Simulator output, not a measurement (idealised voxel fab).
Title: Process Module voxel wiring stack
Section shown: cut. Width: 300 nm. Cell size: 5 nm, square.
Cross-section format: a grid of square cells, given as bands from top to bottom; each band is one or more rows of cells.
Within each band entry, the heights of the top and of the bottom of the band appear first, in that order and in nm; the materials of the band then follow from left to right, each with its corresponding width in nm. The designation "full width" on a single material indicates that it fills the band from edge to edge; the designation "air" indicates empty space.
Height is counted from the level 0, under which the received wafer is composed throughout of one material. The lowest of the bands is not closed at the bottom but continues downward, in the notation "z 0 and below".
Note: "30..40" means the width goes from the first number (top row of the band) to the second number (bottom row) in equal steps per row of cells.
Given "remained unchanged" for a step, no cell of the cross-section differs between before and after that step.
Closed-off voids of 8+ cells (no open route to the top) go in "Enclosed void entries", written width x height at distance from the left edge, in nm.
Whatever follows a step's settings on its line is a remark the simulator itself makes about that step.
"overlay nm", when on a step's line for a step with a mask, measures how far to the right of its planned place the mask lay; a negative measure means to the left.

-- Steps planned for the process
1,RECEIVE: material Si
2,CONFORMAL_DEP: material SiO2, thk nm 15
3,CONFORMAL_DEP: material SiN, thk nm 5
4,DIRECTIONAL_DEP: material lowk, thk nm 25
5,DIRECTIONAL_DEP: material aC, thk nm 10
6,PATTERN: tone open, mask id METAL_1, material resist, width nm 30, pitch nm 55, thk nm 30, overlay nm 0
7,DIRECTIONAL_ETCH: etch materials aC, depth nm 10
8,STRIP: etch materials resist
9,DIRECTIONAL_ETCH: etch materials lowk, depth nm 25
10,DIRECTIONAL_ETCH: etch materials SiN, depth nm 5
11,STRIP: etch materials aC
12,CONFORMAL_DEP: material TiN, thk nm 5
13,FILL_DEP: material Cu, thk nm 5
14,CMP: height nm 45
15,CONFORMAL_DEP: material SiCN, thk nm 5
16,DIRECTIONAL_DEP: material lowk, thk nm 15
17,MASKED_ETCH: tone open, mask id PLUG_1, width nm 15, pitch nm 55, etch materials lowk, depth nm 15, overlay nm 0
18,MASKED_ETCH: tone open, mask id PLUG_1, width nm 15, pitch nm 55, etch materials SiCN, depth nm 5, overlay nm 0
19,EPI: material Ru, thk nm 10
20,EPI: material Ru, thk nm 10
21,DIRECTIONAL_DEP: material TiN, thk nm 5
22,DIRECTIONAL_DEP: material Ru, thk nm 15
23,DIRECTIONAL_DEP: material aC, thk nm 15
24,PATTERN: tone cover, mask id METAL_2, material resist, width nm 30, pitch nm 55, thk nm 35, overlay nm 0
25,DIRECTIONAL_ETCH: etch materials aC, depth nm 15
26,STRIP: etch materials resist
27,DIRECTIONAL_ETCH: etch materials Ru, depth nm 15
28,DIRECTIONAL_ETCH: etch materials TiN, depth nm 5
29,STRIP: etch materials aC
30,CONFORMAL_DEP: material SiCN, thk nm 5
31,FILL_DEP: material SiO2, thk nm 5
32,CMP: height nm 85
33,CONFORMAL_DEP: material SiCN, thk nm 5
34,DIRECTIONAL_DEP: material SiO2, thk nm 20
35,PATTERN: tone open, mask id PLUG_2, material resist, width nm 15, pitch nm 55, thk nm 15, overlay nm 0
36,DIRECTIONAL_ETCH: etch materials SiO2, depth nm 20
37,DIRECTIONAL_ETCH: etch materials SiCN, depth nm 5
38,STRIP: etch materials resist
39,CONFORMAL_DEP: material TiN, thk nm 5
40,FILL_DEP: material Ru, thk nm 10
41,CMP: height nm 110
42,CONFORMAL_DEP: material SiCN, thk nm 5
43,DIRECTIONAL_DEP: material lowk, thk nm 20
44,PATTERN: tone open, mask id METAL_3, material resist, width nm 30, pitch nm 55, thk nm 15, overlay nm 0
45,DIRECTIONAL_ETCH: etch materials lowk, depth nm 20
46,DIRECTIONAL_ETCH: etch materials SiCN, depth nm 5
47,STRIP: etch materials resist
48,CONFORMAL_DEP: material TiN, thk nm 5
49,FILL_DEP: material Ru, thk nm 5
50,CMP: height nm 135
51,CONFORMAL_DEP: material SiCN, thk nm 5
52,DIRECTIONAL_DEP: material SiO2, thk nm 20
53,DIRECTIONAL_DEP: material aC, thk nm 10
54,PATTERN: tone open, mask id PLUG_3, material resist, width nm 15, pitch nm 55, thk nm 25, overlay nm 0
55,DIRECTIONAL_ETCH: etch materials aC, depth nm 10
56,STRIP: etch materials resist
57,DIRECTIONAL_ETCH: etch materials SiO2, depth nm 20
58,DIRECTIONAL_ETCH: etch materials SiCN, depth nm 5
59,STRIP: etch materials aC
60,CONFORMAL_DEP: material TiN, thk nm 5
61,FILL_DEP: material W, thk nm 5
62,CMP: height nm 160
63,CONFORMAL_DEP: material SiCN, thk nm 5
64,DIRECTIONAL_DEP: material SiO2, thk nm 15
65,MASKED_ETCH: tone open, mask id METAL_4, width nm 30, pitch nm 55, etch materials SiO2, depth nm 15, overlay nm 0
66,MASKED_ETCH: tone open, mask id METAL_4, width nm 30, pitch nm 55, etch materials SiCN, depth nm 5, overlay nm 0
67,CONFORMAL_DEP: material TiN, thk nm 5
68,FILL_DEP: material Ru, thk nm 5
69,CMP: height nm 180
70,EPI: material Ru, thk nm 5
71,FILL_DEP: material SiCN, thk nm 5

-- Wafer cross-section on receipt, i.e. after step 1
- z 0 and below: Si full width
- Enclosed void entries: none

-- First of two wafers at the end of the module, shown in cross-section; run carried out as planned
- z 190 to 185: SiCN full width
- z 185 to 180: SiCN 75 nm  Ru 40 nm  SiCN 15 nm  Ru 40 nm  SiCN 15 nm  Ru 40 nm  SiCN 75 nm
- z 180 to 165: SiO2 80 nm  TiN 5 nm  Ru 20 nm  TiN 5 nm  SiO2 25 nm  TiN 5 nm  Ru 20 nm  TiN 5 nm  SiO2 25 nm  TiN 5 nm  Ru 20 nm  TiN 5 nm  SiO2 80 nm
- z 165 to 160: SiCN 80 nm  TiN 30 nm  SiCN 25 nm  TiN 30 nm  SiCN 25 nm  TiN 30 nm  SiCN 80 nm
- z 160 to 140: SiO2 80 nm  TiN 5 nm  W 5 nm  TiN 5 nm  SiO2 40 nm  TiN 5 nm  W 5 nm  TiN 5 nm  SiO2 40 nm  TiN 5 nm  W 5 nm  TiN 5 nm  SiO2 95 nm
- z 140 to 135: SiCN 80 nm  TiN 15 nm  SiCN 40 nm  TiN 15 nm  SiCN 40 nm  TiN 15 nm  SiCN 95 nm
- z 135 to 115: lowk 80 nm  TiN 5 nm  Ru 20 nm  TiN 5 nm  lowk 25 nm  TiN 5 nm  Ru 20 nm  TiN 5 nm  lowk 25 nm  TiN 5 nm  Ru 20 nm  TiN 5 nm  lowk 80 nm
- z 115 to 110: SiCN 80 nm  TiN 30 nm  SiCN 25 nm  TiN 30 nm  SiCN 25 nm  TiN 30 nm  SiCN 80 nm
- z 110 to 90: SiO2 80 nm  TiN 5 nm  Ru 5 nm  TiN 5 nm  SiO2 40 nm  TiN 5 nm  Ru 5 nm  TiN 5 nm  SiO2 40 nm  TiN 5 nm  Ru 5 nm  TiN 5 nm  SiO2 95 nm
- z 90 to 85: SiCN 80 nm  TiN 15 nm  SiCN 40 nm  TiN 15 nm  SiCN 40 nm  TiN 15 nm  SiCN 95 nm
- z 85 to 70: SiO2 75 nm  SiCN 5 nm  Ru 30 nm  SiCN 5 nm  SiO2 15 nm  SiCN 5 nm  Ru 30 nm  SiCN 5 nm  SiO2 15 nm  SiCN 5 nm  Ru 30 nm  SiCN 5 nm  SiO2 75 nm
- z 70 to 65: SiCN 80 nm  TiN 30 nm  SiCN 25 nm  TiN 30 nm  SiCN 25 nm  TiN 30 nm  SiCN 80 nm
- z 65 to 50: lowk 80 nm  Ru 15 nm  lowk 40 nm  Ru 15 nm  lowk 40 nm  Ru 15 nm  lowk 95 nm
- z 50 to 45: SiCN 80 nm  Ru 15 nm  SiCN 40 nm  Ru 15 nm  SiCN 40 nm  Ru 15 nm  SiCN 95 nm
- z 45 to 20: lowk 80 nm  TiN 5 nm  Cu 20 nm  TiN 5 nm  lowk 25 nm  TiN 5 nm  Cu 20 nm  TiN 5 nm  lowk 25 nm  TiN 5 nm  Cu 20 nm  TiN 5 nm  lowk 80 nm
- z 20 to 15: SiN 80 nm  TiN 30 nm  SiN 25 nm  TiN 30 nm  SiN 25 nm  TiN 30 nm  SiN 80 nm
- z 15 to 0: SiO2 full width
- z 0 and below: Si full width
- Enclosed void entries: none

-- Cross-section, wafer two of two, end of module: same start and plan as wafer one, one error in execution
- z 190 to 185: SiCN full width
- z 185 to 180: SiCN 75 nm  Ru 40 nm  SiCN 15 nm  Ru 40 nm  SiCN 15 nm  Ru 40 nm  SiCN 75 nm
- z 180 to 165: SiO2 80 nm  TiN 5 nm  Ru 20 nm  TiN 5 nm  SiO2 25 nm  TiN 5 nm  Ru 20 nm  TiN 5 nm  SiO2 25 nm  TiN 5 nm  Ru 20 nm  TiN 5 nm  SiO2 80 nm
- z 165 to 160: SiCN 80 nm  TiN 30 nm  SiCN 25 nm  TiN 30 nm  SiCN 25 nm  TiN 30 nm  SiCN 80 nm
- z 160 to 140: SiO2 80 nm  TiN 5 nm  W 5 nm  TiN 5 nm  SiO2 40 nm  TiN 5 nm  W 5 nm  TiN 5 nm  SiO2 40 nm  TiN 5 nm  W 5 nm  TiN 5 nm  SiO2 95 nm
- z 140 to 135: SiCN 80 nm  TiN 15 nm  SiCN 40 nm  TiN 15 nm  SiCN 40 nm  TiN 15 nm  SiCN 95 nm
- z 135 to 115: lowk 80 nm  TiN 5 nm  Ru 20 nm  TiN 5 nm  lowk 25 nm  TiN 5 nm  Ru 20 nm  TiN 5 nm  lowk 25 nm  TiN 5 nm  Ru 20 nm  TiN 5 nm  lowk 80 nm
- z 115 to 110: SiCN 80 nm  TiN 30 nm  SiCN 25 nm  TiN 30 nm  SiCN 25 nm  TiN 30 nm  SiCN 80 nm
- z 110 to 90: SiO2 80 nm  TiN 5 nm  Ru 5 nm  TiN 5 nm  SiO2 40 nm  TiN 5 nm  Ru 5 nm  TiN 5 nm  SiO2 40 nm  TiN 5 nm  Ru 5 nm  TiN 5 nm  SiO2 95 nm
- z 90 to 85: SiCN 80 nm  TiN 15 nm  SiCN 40 nm  TiN 15 nm  SiCN 40 nm  TiN 15 nm  SiCN 95 nm
- z 85 to 80: SiO2 75 nm  SiCN 40 nm  SiO2 15 nm  SiCN 40 nm  SiO2 15 nm  SiCN 40 nm  SiO2 75 nm
- z 80 to 70: SiO2 75 nm  SiCN 5 nm  Ru 30 nm  SiCN 5 nm  SiO2 15 nm  SiCN 5 nm  Ru 30 nm  SiCN 5 nm  SiO2 15 nm  SiCN 5 nm  Ru 30 nm  SiCN 5 nm  SiO2 75 nm
- z 70 to 65: SiCN 80 nm  Ru 30 nm  SiCN 25 nm  Ru 30 nm  SiCN 25 nm  Ru 30 nm  SiCN 80 nm
- z 65 to 50: lowk 80 nm  Ru 15 nm  lowk 40 nm  Ru 15 nm  lowk 40 nm  Ru 15 nm  lowk 95 nm
- z 50 to 45: SiCN 80 nm  Ru 15 nm  SiCN 40 nm  Ru 15 nm  SiCN 40 nm  Ru 15 nm  SiCN 95 nm
- z 45 to 20: lowk 80 nm  TiN 5 nm  Cu 20 nm  TiN 5 nm  lowk 25 nm  TiN 5 nm  Cu 20 nm  TiN 5 nm  lowk 25 nm  TiN 5 nm  Cu 20 nm  TiN 5 nm  lowk 80 nm
- z 20 to 15: SiN 80 nm  TiN 30 nm  SiN 25 nm  TiN 30 nm  SiN 25 nm  TiN 30 nm  SiN 80 nm
- z 15 to 0: SiO2 full width
- z 0 and below: Si full width
- Enclosed void entries: none
In executing the process, a mistake was made relative to the plan: step 21 of the plan never got run, it was skipped over
Looking at both finished wafers in cells, the second ends up ahead of or behind the first on some materials: SiCN: 18 more, TiN: 18 fewer
